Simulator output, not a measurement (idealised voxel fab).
Presented below is a process module, voxel wiring stack.
Cross-section cut: width 240 nm, square cells of 5 nm.
Cross-section format: a grid of square cells, given as bands from top to bottom; each band is one or more rows of cells.
It is stipulated that each band's entry specify, in nanometres, the height of the top of the band and then that of its bottom, followed by the materials of the band in left-to-right sequence, each together with its width in nanometres. A single material marked by the word "full width" is understood to fill the band from edge to edge; the word "air" is understood to denote empty space.
Basically, 0 is our baseline, since under it the wafer straight out of the box is all one material. The bottom band has no lower end and keeps on going down, so it looks like "0..down".
The two numbers in a width such as "30->40" mark its ends across the band: the first belongs to the top row of cells, the second to the bottom row, and from each row to the next the width moves by the same amount.
Any step labelled "remains unaltered" changed none of the cells in the cross-section.
"Enclosed internal voids" lists enclosed empty spaces (at least 8 cells, no open path upward to the top), each as width x height at distance from the left edge, in nm.
after a step's settings: what the simulator itself notes on the step
Steps that use a mask can have "overlay nm" on their line. It says how far the mask sat to the right of where it was meant to be. Negative means to the left.

Listed below are the process steps as planned
1,RECEIVE,material Si
2,CONFORMAL_DEP,material SiO2,thk nm 10
3,DIRECTIONAL_DEP,material TiN,thk nm 5
4,DIRECTIONAL_DEP,material Ru,thk nm 15
5,PATTERN,tone cover,mask id METAL_1,material resist,width nm 20,pitch nm 45,thk nm 20,overlay nm 0
6,DIRECTIONAL_ETCH,etch materials Ru,depth nm 15
7,DIRECTIONAL_ETCH,etch materials TiN,depth nm 5
8,STRIP,etch materials resist
9,FILL_DEP,material SiO2,thk nm 10
10,CMP,height nm 30
11,CONFORMAL_DEP,material SiCN,thk nm 5
12,DIRECTIONAL_DEP,material SiO2,thk nm 25
13,PATTERN,tone open,mask id METAL_2_HOLES,material resist,width nm 15,pitch nm 45,thk nm 20,overlay nm 0
14,DIRECTIONAL_ETCH,etch materials SiO2,depth nm 25
15,STRIP,etch materials resist
16,DIRECTIONAL_DEP,material aC,thk nm 15
17,PATTERN,tone open,mask id METAL_2,material resist,width nm 20,pitch nm 45,thk nm 35,overlay nm 0
18,DIRECTIONAL_ETCH,etch materials aC,depth nm 15
19,STRIP,etch materials resist
20,DIRECTIONAL_ETCH,etch materials SiO2,depth nm 15
21,DIRECTIONAL_ETCH,etch materials SiCN,depth nm 5
22,STRIP,etch materials aC
23,CONFORMAL_DEP,material TiN,thk nm 5
24,FILL_DEP,material Cu,thk nm 10
25,CMP,height nm 60
26,CONFORMAL_DEP,material SiCN,thk nm 5
27,DIRECTIONAL_DEP,material SiO2,thk nm 15
28,DIRECTIONAL_DEP,material aC,thk nm 10
29,PATTERN,tone open,mask id PLUG_2,material resist,width nm 15,pitch nm 90,thk nm 25,overlay nm 0
30,DIRECTIONAL_ETCH,etch materials aC,depth nm 10
31,STRIP,etch materials resist
32,DIRECTIONAL_ETCH,etch materials SiO2,depth nm 15
33,DIRECTIONAL_ETCH,etch materials SiCN,depth nm 5
34,STRIP,etch materials aC
35,CONFORMAL_DEP,material TiN,thk nm 5
36,FILL_DEP,material Ru,thk nm 10
37,CMP,height nm 80
38,CONFORMAL_DEP,material SiN,thk nm 5
39,DIRECTIONAL_DEP,material SiO2,thk nm 15
40,PATTERN,tone open,mask id METAL_3,material resist,width nm 20,pitch nm 45,thk nm 20,overlay nm 0
41,DIRECTIONAL_ETCH,etch materials SiO2,depth nm 15
42,DIRECTIONAL_ETCH,etch materials SiN,depth nm 5
43,STRIP,etch materials resist
44,CONFORMAL_DEP,material TiN,thk nm 5
45,FILL_DEP,material Ru,thk nm 10
46,CMP,height nm 100
47,EPI,material Ru,thk nm 5
48,FILL_DEP,material SiCN,thk nm 5

Cross-section of the wafer at receipt, which is the condition after step 1
- 0..down: Si full width
- Enclosed internal voids: none

Cross-sectional view of the first of the two wafers upon completion of the module, processed in accordance with the plan
- 110..105: SiCN full width
- 105..100: SiCN=35  Ru=30  SiCN=15  Ru=30  SiCN=15  Ru=30  SiCN=15  Ru=30  SiCN=40
- 100..85: SiO2=40  TiN=5  Ru=10  TiN=5  SiO2=25  TiN=5  Ru=10  TiN=5  SiO2=25  TiN=5  Ru=10  TiN=5  SiO2=25  TiN=5  Ru=10  TiN=5  SiO2=45
- 85..80: SiN=40  TiN=20  SiN=25  TiN=20  SiN=25  TiN=20  SiN=25  TiN=20  SiN=45
- 80..65: SiO2=40  TiN=5  Ru=5  TiN=5  SiO2=75  TiN=5  Ru=5  TiN=5  SiO2=95
- 65..60: SiCN=40  TiN=15  SiCN=75  TiN=15  SiCN=95
- 60..50: SiO2=40  TiN=5  Cu=10  TiN=5  SiO2=25  TiN=5  Cu=10  TiN=5  SiO2=25  TiN=5  Cu=10  TiN=5  SiO2=25  TiN=5  Cu=10  TiN=5  SiO2=45
- 50..45: SiO2=40  TiN=5  Cu=5  TiN=10  SiO2=25  TiN=5  Cu=5  TiN=10  SiO2=25  TiN=5  Cu=5  TiN=10  SiO2=25  TiN=5  Cu=5  TiN=10  SiO2=45
- 45..35: SiO2=40  TiN=5  Cu=5  TiN=5  SiO2=30  TiN=5  Cu=5  TiN=5  SiO2=30  TiN=5  Cu=5  TiN=5  SiO2=30  TiN=5  Cu=5  TiN=5  SiO2=50
- 35..30: SiCN=40  TiN=15  SiCN=30  TiN=15  SiCN=30  TiN=15  SiCN=30  TiN=15  SiCN=50
- 30..15: SiO2=40  Ru=20  SiO2=25  Ru=20  SiO2=25  Ru=20  SiO2=25  Ru=20  SiO2=45
- 15..10: SiO2=40  TiN=20  SiO2=25  TiN=20  SiO2=25  TiN=20  SiO2=25  TiN=20  SiO2=45
- 10..0: SiO2 full width
- 0..down: Si full width
- Enclosed internal voids: none

So this is wafer number two of the two, cut at the end of the module - it started where the first did and had the same plan, we just got one thing wrong running it
- 110..105: SiCN full width
- 105..100: SiCN=35  Ru=30  SiCN=15  Ru=30  SiCN=15  Ru=30  SiCN=15  Ru=30  SiCN=40
- 100..85: SiO2=40  TiN=5  Ru=10  TiN=5  SiO2=25  TiN=5  Ru=10  TiN=5  SiO2=25  TiN=5  Ru=10  TiN=5  SiO2=25  TiN=5  Ru=10  TiN=5  SiO2=45
- 85..80: SiN=40  TiN=20  SiN=25  TiN=20  SiN=25  TiN=20  SiN=25  TiN=20  SiN=45
- 80..65: SiO2=40  TiN=5  Ru=5  TiN=5  SiO2=75  TiN=5  Ru=5  TiN=5  SiO2=95
- 65..60: SiCN=40  TiN=15  SiCN=75  TiN=15  SiCN=95
- 60..50: SiO2=40  TiN=5  Cu=5  TiN=5  SiO2=30  TiN=5  Cu=5  TiN=5  SiO2=30  TiN=5  Cu=5  TiN=5  SiO2=30  TiN=5  Cu=5  TiN=5  SiO2=50
- 50..45: SiO2=40  TiN=15  SiO2=30  TiN=15  SiO2=30  TiN=15  SiO2=30  TiN=15  SiO2=50
- 45..35: SiO2 full width
- 35..30: SiCN full width
- 30..15: SiO2=40  Ru=20  SiO2=25  Ru=20  SiO2=25  Ru=20  SiO2=25  Ru=20  SiO2=45
- 15..10: SiO2=40  TiN=20  SiO2=25  TiN=20  SiO2=25  TiN=20  SiO2=25  TiN=20  SiO2=45
- 10..0: SiO2 full width
- 0..down: Si full width
- Enclosed internal voids: none
What was done differently from what was planned? plan step 12 was conducted twice
Final wafer comparison in cells, second versus first, more or fewer per material: Cu -20, SiCN +12, SiO2 +36, TiN -28
